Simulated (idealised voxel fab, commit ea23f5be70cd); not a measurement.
process module | voxel capacitor over wiring
cross-section cut | 225 nm wide | cells 5 nm
A cross-section is a grid of square cells, given in bands from the top down. A band is one or more rows of cells.
Each band's line starts with the height of the band's top and of its bottom, in nm. Then come its materials from left to right, each with its width in nm. One material with "throughout" fills the band from edge to edge. "air" is empty space.
Height 0 is the level under which the wafer as received is all one material. The lowest band goes on downwards, as in "0 down".
A width such as "30 to 40" changes by the same amount from each row of cells to the next, from the band's top row to its bottom row.
"no change" after a step means that no cell of the cross-section changed.
closed voids: empty space of 8 cells or more with no open way to the top, each as width x height at its distance from the left edge, in nm
after a step's settings: what the simulator itself notes on the step
overlay nm, on a step with a mask: how far to the right of its planned place the mask lay; to the left if negative
plan
1 op RECEIVE | material Si
2 op CONFORMAL_DEP | material SiO2 | thk nm 15
3 op DIRECTIONAL_DEP | material TiN | thk nm 5
4 op DIRECTIONAL_DEP | material W | thk nm 15
5 op MASKED_ETCH | tone cover | mask id METAL_1 | width nm 25 | pitch nm 95 | etch materials W | depth nm 15 | overlay nm 0
6 op MASKED_ETCH | tone cover | mask id METAL_1 | width nm 25 | pitch nm 95 | etch materials TiN | depth nm 5 | overlay nm 0
7 op CONFORMAL_DEP | material SiCN | thk nm 5
8 op FILL_DEP | material lowk | thk nm 5
9 op CMP | height nm 35
10 op CONFORMAL_DEP | material SiCN | thk nm 5
11 op DIRECTIONAL_DEP | material lowk | thk nm 15
12 op PATTERN | tone open | mask id PLUG_1 | material resist | width nm 15 | thk nm 20 | overlay nm 0
13 op DIRECTIONAL_ETCH | etch materials lowk | depth nm 15
14 op DIRECTIONAL_ETCH | etch materials SiCN | depth nm 5
15 op STRIP | etch materials resist
16 op CONFORMAL_DEP | material TiN | thk nm 5
17 op FILL_DEP | material Ru | thk nm 10
18 op CMP | height nm 55
19 op DIRECTIONAL_DEP | material TiN | thk nm 5
20 op DIRECTIONAL_DEP | material SiN | thk nm 5
21 op DIRECTIONAL_DEP | material TiN | thk nm 5
22 op PATTERN | tone cover | mask id UPPER_PLATE | material resist | width nm 75 | thk nm 15 | overlay nm 0
23 op DIRECTIONAL_ETCH | etch materials TiN | depth nm 5
24 op DIRECTIONAL_ETCH | etch materials SiN | depth nm 5
25 op STRIP | etch materials resist
26 op MASKED_ETCH | tone cover | mask id LOWER_PLATE | width nm 85 | etch materials TiN | depth nm 5 | overlay nm 0
27 op FILL_DEP | material SiO2 | thk nm 20
28 op CMP | height nm 85
29 op MASKED_ETCH | tone open | mask id PLUG_2 | width nm 15 | etch materials SiO2 | depth nm 15 | overlay nm 0
30 op CONFORMAL_DEP | material TiN | thk nm 5
31 op FILL_DEP | material Ru | thk nm 10
32 op CMP | height nm 85
33 op CONFORMAL_DEP | material SiN | thk nm 5
as received, after step 1
  0 down: Si throughout
  closed voids: none
first wafer at the end, as planned
  90 to 85: SiN throughout
  85 to 75: SiO2 70 | TiN 5 | Ru 5 | TiN 5 | SiO2 140
  75 to 65: SiO2 70 to 60 | TiN 15 to 75 | SiO2 140 to 90
  65 to 60: SiO2 60 | SiN 75 | SiO2 90
  60 to 55: SiO2 55 | TiN 85 | SiO2 85
  55 to 40: lowk 60 | TiN 5 | Ru 5 | TiN 5 | lowk 150
  40 to 35: SiCN 60 | TiN 15 | SiCN 150
  35 to 20: lowk 45 | SiCN 5 | W 25 | SiCN 5 | lowk 60 | SiCN 5 | W 25 | SiCN 5 | lowk 50
  20 to 15: SiCN 50 | TiN 25 | SiCN 70 | TiN 25 | SiCN 55
  15 to 0: SiO2 throughout
  0 down: Si throughout
  closed voids: none
second wafer at the end: like start, like plan, one mistake
  90 to 85: SiN throughout
  85 to 75: SiO2 70 to 60 | TiN 15 to 75 | SiO2 140 to 90
  75 to 70: SiO2 55 | TiN 85 | SiO2 85
  70 to 65: TiN throughout
  65 to 60: SiN throughout
  60 to 55: TiN throughout
  55 to 40: lowk 60 | TiN 5 | Ru 5 | TiN 5 | lowk 150
  40 to 35: SiCN 60 | TiN 15 | SiCN 150
  35 to 20: lowk 45 | SiCN 5 | W 25 | SiCN 5 | lowk 60 | SiCN 5 | W 25 | SiCN 5 | lowk 50
  20 to 15: SiCN 50 | TiN 25 | SiCN 70 | TiN 25 | SiCN 55
  15 to 0: SiO2 throughout
  0 down: Si throughout
  closed voids: none
what went wrong: step 21 ran as: op DIRECTIONAL_DEP | material TiN | thk nm 15
at the end the second wafer has, in cells: 2 fewer of Ru | 30 more of SiN | 114 fewer of SiO2 | 86 more of TiN
